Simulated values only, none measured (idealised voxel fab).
Process module heading - voxel lift off
FYI the section here is cut, 285 nm wide, cells are 5 nm squares.
In this document a cross-section is written as a grid of square cells. It is given as a series of bands, listed from the top down, and a band is one or more rows of cells.
First you get the band's top height and its bottom height, in nm, and then the materials it's made of, left to right, with each width in nm. If you see a single material with "all across", that one covers the band edge to edge. "blank" is empty space.
Beneath 0, the wafer as received is one material, and that level is where height counting begins. The lowest band goes on downward without a bottom; it is written like "from 0 down".
The expression "30 to 40" gives the width at the extremes of the band, the first number at its top row of cells and the second at its bottom row, with the width changing by equal amounts from each row to the next in between.
Take "no change occurred" at face value: in the step it is given for, the cross-section changed in none of its cells.
Under "Voids, sealed" you'll find the enclosed gaps, the ones with no way out to the top, that are 8 cells or bigger; each reads width x height at distance, with distance counted from the left edge, everything in nm.
Note: text after step settings on the step line = simulator remark on that step.
When a step includes a mask, the "overlay nm" setting on its line states how far to the right of its planned place that mask lay, and negative values state how far to the left.
[Intended process steps]
step 1: RECEIVE with material Si
step 2: CONFORMAL_DEP with material SiO2, thk nm 15
step 3: PATTERN with tone open, mask id LINES, material resist, width nm 25, pitch nm 40, thk nm 20, overlay nm -15
step 4: DIRECTIONAL_DEP with material Ru, thk nm 10
step 5: STRIP with etch materials resist
step 6: CONFORMAL_DEP with material SiN, thk nm 10
Quick note for whoever runs this: the wafers start identical, but the overlay nm at step 3 isn't the same across them. The plan just shows what the first wafer had.
[Cross-section, first of several wafers, as delivered after step 1]
- from 0 down | Si all across
- Voids, sealed: none
[Table: wafers, a row each; end-of-module cell change per material since receipt, gain (+), loss (-); then closed voids]
overlay nm -15 | +20 Ru | +128 SiN | +171 SiO2 | Voids, sealed: none
overlay nm -10 | +20 Ru | +128 SiN | +171 SiO2 | Voids, sealed: none
overlay nm -5 | +20 Ru | +128 SiN | +171 SiO2 | Voids, sealed: none
overlay nm 0 | +20 Ru | +128 SiN | +171 SiO2 | Voids, sealed: none
overlay nm 5 | +20 Ru | +128 SiN | +171 SiO2 | Voids, sealed: none
overlay nm 10 | +20 Ru | +128 SiN | +171 SiO2 | Voids, sealed: none
overlay nm 15 | +20 Ru | +128 SiN | +171 SiO2 | Voids, sealed: none
